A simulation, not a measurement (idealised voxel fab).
The following is a process module called voxel double patterning.
For reference, the cross-section in this document is cut, with width 200 nm and square cells of 5 nm.
A cross-section is written here as square cells arranged in a grid, and it is given in bands from the top down, each band taking up one or more rows of cells.
Basically the band line says how high the top is and how high the bottom is, in nm, and then what's in it from left to right, every material with its width in nm. Empty space shows up as "blank", and if a single material carries "all across" it runs the full band edge to edge.
The reference from which all heights are counted is 0, the level beneath which the as-received wafer is entirely one material; the lowest band, having no lower bound, proceeds downward and is written after the example "z 0 and below".
With a width like "30..40", each row of cells in the band differs from the next by the same amount, the top row carrying the first number and the bottom row the second.
Where the words "no modifications" appear for a step, the cross-section shows no cell changed by that step; every cell remained as before.
"Trapped voids" - sealed voids, min. 8 cells, no opening to top; format: width x height at distance (distance from left edge; nm throughout).
What comes after the settings on a step's line is commentary from the simulator itself on that step.
overlay nm: step with mask; distance mask lay right of planned place; negative value = left of planned place.
### So here's the lineup of process steps we planned
| 1 | op RECEIVE | material Si |
| 2 | op CONFORMAL_DEP | material SiN | thk nm 5 |
| 3 | op DIRECTIONAL_DEP | material SiO2 | thk nm 20 |
| 4 | op DIRECTIONAL_DEP | material SiCN | thk nm 10 |
| 5 | op DIRECTIONAL_DEP | material aC | thk nm 10 |
| 6 | op PATTERN | tone open | mask id FIRST | material resist | width nm 15 | pitch nm 50 | thk nm 30 | overlay nm 0 |
| 7 | op DIRECTIONAL_ETCH | etch materials aC | depth nm 10 |
| 8 | op STRIP | etch materials resist |
| 9 | op DIRECTIONAL_ETCH | etch materials SiCN | depth nm 10 |
| 10 | op STRIP | etch materials aC |
| 11 | op MASKED_ETCH | tone open | mask id SECOND | width nm 15 | etch materials SiCN | depth nm 10 | overlay nm 0 |
| 12 | op DIRECTIONAL_ETCH | etch materials SiO2 | depth nm 20 |
| 13 | op STRIP | etch materials SiCN |
### Delivered wafer in cross-section: state after step 1
z 0 and below | Si all across
Trapped voids: none
### Cross-section taken at module completion on the first of two wafers; processed per the plan
z 25 to 5 | 65 SiO2  15 blank  10 SiO2  15 blank  10 SiO2  15 blank  70 SiO2
z 5 to 0 | SiN all across
z 0 and below | Si all across
Trapped voids: none
### Cross-section of the latter of the two wafers at module completion. It had an identical start and an identical plan to the former; in running it, one mistake was made
z 25 to 5 | 65 blank  15 SiO2  35 blank  15 SiO2  70 blank
z 5 to 0 | SiN all across
z 0 and below | Si all across
Trapped voids: none
Which mistake was made when the wafer was run? for step 6, the planned setting was not used; the step was instead run as op PATTERN | tone cover | mask id FIRST | material resist | width nm 15 | pitch nm 50 | thk nm 30 | overlay nm 0
In the final state, the cell counts of the second wafer exceed or fall short of those of the first for the following materials: 100 fewer of SiO2
